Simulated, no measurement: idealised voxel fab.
Presented below is a process module, voxel self aligned contacts.
The cross-section on display is named cut; it measures 200 nm wide, and its cells are 5 nm squares.
This document writes a cross-section as a grid whose cells are square, and gives it as bands, listed from the top down; one or more rows of cells form a band. Top height, bottom height, nm. Materials left to right, width each, nm. Single material + "throughout" = fills band edge to edge. "blank" = empty. Measure heights from 0. That's the level where, below it, the as-received wafer is all one material. The lowest band is bottomless and extends downward; write it as in "0 and below". Per-row width for "30..40": begins at first number (top row of band), ends at second number (bottom row), increment between rows held constant. "nothing got changed" after a step means that no cell of the cross-section changed. Enclosed voids (no open way to top), threshold 8 cells or more, entry "Unvented cavities", notation width x height at distance, distance from left edge, nm. Text after the settings on a step's line: the simulator's own remark on that step. overlay nm: mask right of planned place by this much (step with mask). Neg. = left.

# Process steps foreseen in the plan
1: op RECEIVE | material Si
2: op OXIDIZE | depth nm 5
3: op DIRECTIONAL_DEP | material polySi | thk nm 30
4: op DIRECTIONAL_DEP | material SiN | thk nm 20
5: op DIRECTIONAL_DEP | material aC | thk nm 15
6: op PATTERN | tone cover | mask id GATE | material resist | width nm 25 | pitch nm 60 | thk nm 35 | overlay nm 0
7: op DIRECTIONAL_ETCH | etch materials aC | depth nm 15
8: op STRIP | etch materials resist
9: op DIRECTIONAL_ETCH | etch materials SiN | depth nm 20
10: op DIRECTIONAL_ETCH | etch materials polySi | depth nm 30
11: op STRIP | etch materials aC
12: op CONFORMAL_DEP | material SiN | thk nm 10
13: op DIRECTIONAL_ETCH | etch materials SiN | depth nm 10
14: op FILL_DEP | material SiO2 | thk nm 20
15: op CMP | height nm 60
16: op PATTERN | tone open | mask id CONTACT | material resist | width nm 45 | pitch nm 60 | thk nm 15 | overlay nm 0
17: op DIRECTIONAL_ETCH | etch materials SiO2 | depth nm 65
18: op STRIP | etch materials resist
19: op CONFORMAL_DEP | material TiN | thk nm 5
20: op FILL_DEP | material Ru | thk nm 10
21: op CMP | height nm 60
22: op CONFORMAL_DEP | material SiCN | thk nm 5

# Wafer, first of two, run as planned

# Wafer cross-section on receipt, i.e. after step 1
> 0 and below = Si throughout
> Unvented cavities: none

# Take a look at the wafer's cross-section after step 2
> 0 down to -5 = SiO2 throughout
> Below -5 it's all the same as before, nothing changed down there.

# Take a look at the wafer's cross-section after step 3
> 30 down to 0 = polySi throughout
> Below 0 it's all the same as before, nothing changed down there.

# Take a look at the wafer's cross-section after step 4
> 50 down to 30 = SiN throughout
> Below 30 it's all the same as before, nothing changed down there.

# Take a look at the wafer's cross-section after step 5
> 65 down to 50 = aC throughout
> Below 50 it's all the same as before, nothing changed down there.

# Take a look at the wafer's cross-section after step 6
> 100 down to 65 = blank 25 | resist 25 | blank 35 | resist 25 | blank 35 | resist 25 | blank 30
> Below 65 it's all the same as before, nothing changed down there.

# Take a look at the wafer's cross-section after step 7
> 85 down to 65 = blank 25 | resist 25 | blank 35 | resist 25 | blank 35 | resist 25 | blank 30
> 65 down to 50 = blank 25 | aC 25 | blank 35 | aC 25 | blank 35 | aC 25 | blank 30
> Below 50 it's all the same as before, nothing changed down there.

# Take a look at the wafer's cross-section after step 8
> 65 down to 50 = blank 25 | aC 25 | blank 35 | aC 25 | blank 35 | aC 25 | blank 30
> Below 50 it's all the same as before, nothing changed down there.

# Take a look at the wafer's cross-section after step 9
> 65 down to 50 = blank 25 | aC 25 | blank 35 | aC 25 | blank 35 | aC 25 | blank 30
> 50 down to 30 = blank 25 | SiN 25 | blank 35 | SiN 25 | blank 35 | SiN 25 | blank 30
> Below 30 it's all the same as before, nothing changed down there.

# Take a look at the wafer's cross-section after step 10
> 65 down to 50 = blank 25 | aC 25 | blank 35 | aC 25 | blank 35 | aC 25 | blank 30
> 50 down to 30 = blank 25 | SiN 25 | blank 35 | SiN 25 | blank 35 | SiN 25 | blank 30
> 30 down to 0 = blank 25 | polySi 25 | blank 35 | polySi 25 | blank 35 | polySi 25 | blank 30
> Below 0 it's all the same as before, nothing changed down there.

# Take a look at the wafer's cross-section after step 11
> 50 down to 30 = blank 25 | SiN 25 | blank 35 | SiN 25 | blank 35 | SiN 25 | blank 30
> Below 30 it's all the same as before, nothing changed down there.

# Take a look at the wafer's cross-section after step 12
> 60 down to 30 = blank 15 | SiN 45 | blank 15 | SiN 45 | blank 15 | SiN 45 | blank 20
> 30 down to 10 = blank 15 | SiN 10 | polySi 25 | SiN 10 | blank 15 | SiN 10 | polySi 25 | SiN 10 | blank 15 | SiN 10 | polySi 25 | SiN 10 | blank 20
> 10 down to 0 = SiN 25 | polySi 25 | SiN 35 | polySi 25 | SiN 35 | polySi 25 | SiN 30
> Below 0 it's all the same as before, nothing changed down there.

# Take a look at the wafer's cross-section after step 13
> 50 down to 30 = blank 15 | SiN 45 | blank 15 | SiN 45 | blank 15 | SiN 45 | blank 20
> 30 down to 0 = blank 15 | SiN 10 | polySi 25 | SiN 10 | blank 15 | SiN 10 | polySi 25 | SiN 10 | blank 15 | SiN 10 | polySi 25 | SiN 10 | blank 20
> Below 0 it's all the same as before, nothing changed down there.

# Take a look at the wafer's cross-section after step 14
> 70 down to 50 = SiO2 throughout
> 50 down to 30 = SiO2 15 | SiN 45 | SiO2 15 | SiN 45 | SiO2 15 | SiN 45 | SiO2 20
> 30 down to 0 = SiO2 15 | SiN 10 | polySi 25 | SiN 10 | SiO2 15 | SiN 10 | polySi 25 | SiN 10 | SiO2 15 | SiN 10 | polySi 25 | SiN 10 | SiO2 20
> Below 0 it's all the same as before, nothing changed down there.

# Take a look at the wafer's cross-section after step 15
> 60 down to 50 = SiO2 throughout
> Below 50 it's all the same as before, nothing changed down there.

# Take a look at the wafer's cross-section after step 16
> 75 down to 60 = resist 45 | blank 45 | resist 15 | blank 45 | resist 50
> Below 60 it's all the same as before, nothing changed down there.

# Take a look at the wafer's cross-section after step 17
> 75 down to 60 = resist 45 | blank 45 | resist 15 | blank 45 | resist 50
> 60 down to 50 = SiO2 45 | blank 45 | SiO2 15 | blank 45 | SiO2 50
> 50 down to 30 = SiO2 15 | SiN 45 | blank 15 | SiN 45 | blank 15 | SiN 45 | SiO2 20
> 30 down to 0 = SiO2 15 | SiN 10 | polySi 25 | SiN 10 | blank 15 | SiN 10 | polySi 25 | SiN 10 | blank 15 | SiN 10 | polySi 25 | SiN 10 | SiO2 20
> 0 down to -5 = SiO2 60 | blank 15 | SiO2 45 | blank 15 | SiO2 65
> Below -5 it's all the same as before, nothing changed down there.

# Take a look at the wafer's cross-section after step 18
> 60 down to 50 = SiO2 45 | blank 45 | SiO2 15 | blank 45 | SiO2 50
> Below 50 it's all the same as before, nothing changed down there.

# Take a look at the wafer's cross-section after step 19
> 65 down to 60 = TiN 50 | blank 35 | TiN 25 | blank 35 | TiN 55
> 60 down to 50 = SiO2 45 | TiN 5..20 | blank 35..5 | TiN 5..20 | SiO2 15 | TiN 5..20 | blank 35..5 | TiN 5..20 | SiO2 50
> 50 down to 30 = SiO2 15 | SiN 45 | TiN 5 | blank 5 | TiN 5 | SiN 45 | TiN 5 | blank 5 | TiN 5 | SiN 45 | SiO2 20
> 30 down to 0 = SiO2 15 | SiN 10 | polySi 25 | SiN 10 | TiN 5 | blank 5 | TiN 5 | SiN 10 | polySi 25 | SiN 10 | TiN 5 | blank 5 | TiN 5 | SiN 10 | polySi 25 | SiN 10 | SiO2 20
> 0 down to -5 = SiO2 60 | TiN 15 | SiO2 45 | TiN 15 | SiO2 65
> Below -5 it's all the same as before, nothing changed down there.

# Take a look at the wafer's cross-section after step 20
> 75 down to 65 = Ru throughout
> 65 down to 60 = TiN 50 | Ru 35 | TiN 25 | Ru 35 | TiN 55
> 60 down to 50 = SiO2 45 | TiN 5..20 | Ru 35..5 | TiN 5..20 | SiO2 15 | TiN 5..20 | Ru 35..5 | TiN 5..20 | SiO2 50
> 50 down to 30 = SiO2 15 | SiN 45 | TiN 5 | Ru 5 | TiN 5 | SiN 45 | TiN 5 | Ru 5 | TiN 5 | SiN 45 | SiO2 20
> 30 down to 0 = SiO2 15 | SiN 10 | polySi 25 | SiN 10 | TiN 5 | Ru 5 | TiN 5 | SiN 10 | polySi 25 | SiN 10 | TiN 5 | Ru 5 | TiN 5 | SiN 10 | polySi 25 | SiN 10 | SiO2 20
> Below 0 it's all the same as before, nothing changed down there.

# Take a look at the wafer's cross-section after step 21
> 60 down to 50 = SiO2 45 | TiN 5..20 | Ru 35..5 | TiN 5..20 | SiO2 15 | TiN 5..20 | Ru 35..5 | TiN 5..20 | SiO2 50
> Below 50 it's all the same as before, nothing changed down there.

# Take a look at the wafer's cross-section after step 22
> 65 down to 60 = SiCN throughout
> Below 60 it's all the same as before, nothing changed down there.

# second wafer: like start, like plan, one mistake. Through step 2 it matches the first wafer

# The second wafer in cross-section, at the planned close of step 3
> 40 down to 0 = polySi throughout
> Below 0 it's all the same as before, nothing changed down there.

# The second wafer in cross-section, at the planned close of step 4
> 60 down to 40 = SiN throughout
> Below 40 it's all the same as before, nothing changed down there.

# The second wafer in cross-section, at the planned close of step 5
> 75 down to 60 = aC throughout
> Below 60 it's all the same as before, nothing changed down there.

# The second wafer in cross-section, at the planned close of step 6
> 110 down to 75 = blank 25 | resist 25 | blank 35 | resist 25 | blank 35 | resist 25 | blank 30
> Below 75 it's all the same as before, nothing changed down there.

# The second wafer in cross-section, at the planned close of step 7
> 95 down to 75 = blank 25 | resist 25 | blank 35 | resist 25 | blank 35 | resist 25 | blank 30
> 75 down to 60 = blank 25 | aC 25 | blank 35 | aC 25 | blank 35 | aC 25 | blank 30
> Below 60 it's all the same as before, nothing changed down there.

# The second wafer in cross-section, at the planned close of step 8
> 75 down to 60 = blank 25 | aC 25 | blank 35 | aC 25 | blank 35 | aC 25 | blank 30
> Below 60 it's all the same as before, nothing changed down there.

# The second wafer in cross-section, at the planned close of step 9
> 75 down to 60 = blank 25 | aC 25 | blank 35 | aC 25 | blank 35 | aC 25 | blank 30
> 60 down to 40 = blank 25 | SiN 25 | blank 35 | SiN 25 | blank 35 | SiN 25 | blank 30
> Below 40 it's all the same as before, nothing changed down there.

# The second wafer in cross-section, at the planned close of step 10
> 75 down to 60 = blank 25 | aC 25 | blank 35 | aC 25 | blank 35 | aC 25 | blank 30
> 60 down to 40 = blank 25 | SiN 25 | blank 35 | SiN 25 | blank 35 | SiN 25 | blank 30
> 40 down to 10 = blank 25 | polySi 25 | blank 35 | polySi 25 | blank 35 | polySi 25 | blank 30
> Below 10 it's all the same as before, nothing changed down there.

# The second wafer in cross-section, at the planned close of step 11
> 60 down to 40 = blank 25 | SiN 25 | blank 35 | SiN 25 | blank 35 | SiN 25 | blank 30
> Below 40 it's all the same as before, nothing changed down there.

# The second wafer in cross-section, at the planned close of step 12
> 70 down to 40 = blank 15 | SiN 45 | blank 15 | SiN 45 | blank 15 | SiN 45 | blank 20
> 40 down to 20 = blank 15 | SiN 10 | polySi 25 | SiN 10 | blank 15 | SiN 10 | polySi 25 | SiN 10 | blank 15 | SiN 10 | polySi 25 | SiN 10 | blank 20
> 20 down to 10 = SiN 25 | polySi 25 | SiN 35 | polySi 25 | SiN 35 | polySi 25 | SiN 30
> Below 10 it's all the same as before, nothing changed down there.

# The second wafer in cross-section, at the planned close of step 13
> 60 down to 40 = blank 15 | SiN 45 | blank 15 | SiN 45 | blank 15 | SiN 45 | blank 20
> 40 down to 10 = blank 15 | SiN 10 | polySi 25 | SiN 10 | blank 15 | SiN 10 | polySi 25 | SiN 10 | blank 15 | SiN 10 | polySi 25 | SiN 10 | blank 20
> Below 10 it's all the same as before, nothing changed down there.

# The second wafer in cross-section, at the planned close of step 14
> 80 down to 60 = SiO2 throughout
> 60 down to 40 = SiO2 15 | SiN 45 | SiO2 15 | SiN 45 | SiO2 15 | SiN 45 | SiO2 20
> 40 down to 10 = SiO2 15 | SiN 10 | polySi 25 | SiN 10 | SiO2 15 | SiN 10 | polySi 25 | SiN 10 | SiO2 15 | SiN 10 | polySi 25 | SiN 10 | SiO2 20
> Below 10 it's all the same as before, nothing changed down there.

# The second wafer in cross-section, at the planned close of step 15
> 60 down to 40 = SiO2 15 | SiN 45 | SiO2 15 | SiN 45 | SiO2 15 | SiN 45 | SiO2 20
> Below 40 it's all the same as before, nothing changed down there.

# The second wafer in cross-section, at the planned close of step 16
> 75 down to 60 = resist 45 | blank 45 | resist 15 | blank 45 | resist 50
> Below 60 it's all the same as before, nothing changed down there.

# The second wafer in cross-section, at the planned close of step 17
> 75 down to 60 = resist 45 | blank 45 | resist 15 | blank 45 | resist 50
> 60 down to 40 = SiO2 15 | SiN 45 | blank 15 | SiN 45 | blank 15 | SiN 45 | SiO2 20
> 40 down to 10 = SiO2 15 | SiN 10 | polySi 25 | SiN 10 | blank 15 | SiN 10 | polySi 25 | SiN 10 | blank 15 | SiN 10 | polySi 25 | SiN 10 | SiO2 20
> Below 10 it's all the same as before, nothing changed down there.

# The second wafer in cross-section, at the planned close of step 18
> 60 down to 40 = SiO2 15 | SiN 45 | blank 15 | SiN 45 | blank 15 | SiN 45 | SiO2 20
> Below 40 it's all the same as before, nothing changed down there.

# The second wafer in cross-section, at the planned close of step 19
> 65 down to 60 = TiN 65 | blank 5 | TiN 55 | blank 5 | TiN 70
> 60 down to 40 = SiO2 15 | SiN 45 | TiN 5 | blank 5 | TiN 5 | SiN 45 | TiN 5 | blank 5 | TiN 5 | SiN 45 | SiO2 20
> 40 down to 15 = SiO2 15 | SiN 10 | polySi 25 | SiN 10 | TiN 5 | blank 5 | TiN 5 | SiN 10 | polySi 25 | SiN 10 | TiN 5 | blank 5 | TiN 5 | SiN 10 | polySi 25 | SiN 10 | SiO2 20
> 15 down to 10 = SiO2 15 | SiN 10 | polySi 25 | SiN 10 | TiN 15 | SiN 10 | polySi 25 | SiN 10 | TiN 15 | SiN 10 | polySi 25 | SiN 10 | SiO2 20
> Below 10 it's all the same as before, nothing changed down there.

# The second wafer in cross-section, at the planned close of step 20
> 75 down to 65 = Ru throughout
> 65 down to 60 = TiN 65 | Ru 5 | TiN 55 | Ru 5 | TiN 70
> 60 down to 40 = SiO2 15 | SiN 45 | TiN 5 | Ru 5 | TiN 5 | SiN 45 | TiN 5 | Ru 5 | TiN 5 | SiN 45 | SiO2 20
> 40 down to 15 = SiO2 15 | SiN 10 | polySi 25 | SiN 10 | TiN 5 | Ru 5 | TiN 5 | SiN 10 | polySi 25 | SiN 10 | TiN 5 | Ru 5 | TiN 5 | SiN 10 | polySi 25 | SiN 10 | SiO2 20
> Below 15 it's all the same as before, nothing changed down there.

# The second wafer in cross-section, at the planned close of step 21
> 60 down to 40 = SiO2 15 | SiN 45 | TiN 5 | Ru 5 | TiN 5 | SiN 45 | TiN 5 | Ru 5 | TiN 5 | SiN 45 | SiO2 20
> Below 40 it's all the same as before, nothing changed down there.

# The second wafer in cross-section, at the planned close of step 22
> 65 down to 60 = SiCN throughout
> Below 60 it's all the same as before, nothing changed down there.
Against the plan, the run slipped here: step 3 was not run as planned; what actually ran was op DIRECTIONAL_DEP | material polySi | thk nm 40
Count the cells at the end and the second wafer has more or fewer of some materials than the first: -18 Ru; -38 SiO2; -24 TiN; +80 polySi
